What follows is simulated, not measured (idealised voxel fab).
The document below concerns the process module designated voxel wiring stack.
Section cut is 195 nm wide and gridded with 5 nm square cells.
The cross-sections in this document take the form of a grid made of square cells. They are written out as bands, in order from top to bottom. Each band consists of one or more rows of cells.
Heads up on the band format: heights come first, top then bottom, in nm. After that it's the materials left to right, each with its width in nm. A single material flagged "everywhere" fills the whole band edge to edge, and "empty" means there's empty space there.
Measure heights from 0. That's the level where, below it, the as-received wafer is all one material. The lowest band is bottomless and extends downward; write it as in "0 down".
The width entry "30 to 40" should be interpreted row by row: the top row of cells in the band takes the first number, the bottom row takes the second number, and the change between adjacent rows is uniform throughout.
Basically "left unchanged" means that step didn't change any cell in the cross-section.
Closed empty spaces (no open way to the top) of 8 cells or more are what "Closed void list" lists, each as width x height at distance from the left edge, nm for all three.
It should be noted that, on the line of a given step, the content following the step's settings is a remark produced by the simulator itself with respect to that step.
For masked steps, "overlay nm" on the step line gives how far right of plan the mask actually lay; a minus sign means it lay to the left.

So here's the lineup of process steps we planned
1 RECEIVE | material Si
2 CONFORMAL_DEP | material SiO2 | thk nm 15
3 CONFORMAL_DEP | material SiN | thk nm 5
4 DIRECTIONAL_DEP | material lowk | thk nm 25
5 PATTERN | tone open | mask id METAL_1 | material resist | width nm 25 | pitch nm 45 | thk nm 20 | overlay nm 0
6 DIRECTIONAL_ETCH | etch materials lowk | depth nm 25
7 DIRECTIONAL_ETCH | etch materials SiN | depth nm 5
8 STRIP | etch materials resist
9 CONFORMAL_DEP | material TiN | thk nm 5
10 FILL_DEP | material Cu | thk nm 5
11 CMP | height nm 45
12 CONFORMAL_DEP | material SiCN | thk nm 5
13 DIRECTIONAL_DEP | material SiO2 | thk nm 10
14 MASKED_ETCH | tone open | mask id PLUG_1 | width nm 15 | pitch nm 90 | etch materials SiO2 | depth nm 10 | overlay nm 0
15 MASKED_ETCH | tone open | mask id PLUG_1 | width nm 15 | pitch nm 90 | etch materials SiCN | depth nm 5 | overlay nm 0
16 EPI | material Ru | thk nm 10
17 EPI | material Ru | thk nm 5
18 CONFORMAL_DEP | material SiN | thk nm 5
19 DIRECTIONAL_DEP | material lowk | thk nm 15
20 PATTERN | tone open | mask id METAL_2 | material resist | width nm 25 | pitch nm 45 | thk nm 15 | overlay nm 0
21 DIRECTIONAL_ETCH | etch materials lowk | depth nm 15
22 DIRECTIONAL_ETCH | etch materials SiN | depth nm 5
23 STRIP | etch materials resist
24 CONFORMAL_DEP | material TiN | thk nm 5
25 FILL_DEP | material Cu | thk nm 5
26 CMP | height nm 80
27 CONFORMAL_DEP | material SiCN | thk nm 5

Incoming wafer in cross-section (state: after step 1)
0 down | Si everywhere
Closed void list: none

End-of-module cross-section. Starting structure and process plan as above; one mistake made in running it
85 to 80 | SiCN everywhere
80 to 65 | lowk=15 / TiN=5 / Cu=15 / TiN=5 / lowk=20 / TiN=5 / Cu=15 / TiN=5 / lowk=20 / TiN=5 / Cu=15 / TiN=5 / lowk=20 / TiN=5 / Cu=15 / TiN=5 / lowk=20
65 to 60 | SiN=15 / TiN=25 / SiN=20 / TiN=25 / SiN=20 / TiN=25 / SiN=20 / TiN=25 / SiN=20
60 to 50 | SiO2=15 / Ru=15 / SiO2=75 / Ru=15 / SiO2=75
50 to 45 | SiCN=15 / Ru=15 / SiCN=75 / Ru=15 / SiCN=75
45 to 20 | lowk=20 / TiN=5 / Cu=5 / TiN=5 / lowk=30 / TiN=5 / Cu=5 / TiN=5 / lowk=30 / TiN=5 / Cu=5 / TiN=5 / lowk=30 / TiN=5 / Cu=5 / TiN=5 / lowk=25
20 to 15 | SiN=20 / TiN=15 / SiN=30 / TiN=15 / SiN=30 / TiN=15 / SiN=30 / TiN=15 / SiN=25
15 to 0 | SiO2 everywhere
0 down | Si everywhere
Closed void list: none
In executing the process, a mistake was made relative to the plan: for step 5, the planned setting was not used; the step was instead run as PATTERN | tone open | mask id METAL_1 | material resist | width nm 15 | pitch nm 45 | thk nm 20 | overlay nm 0
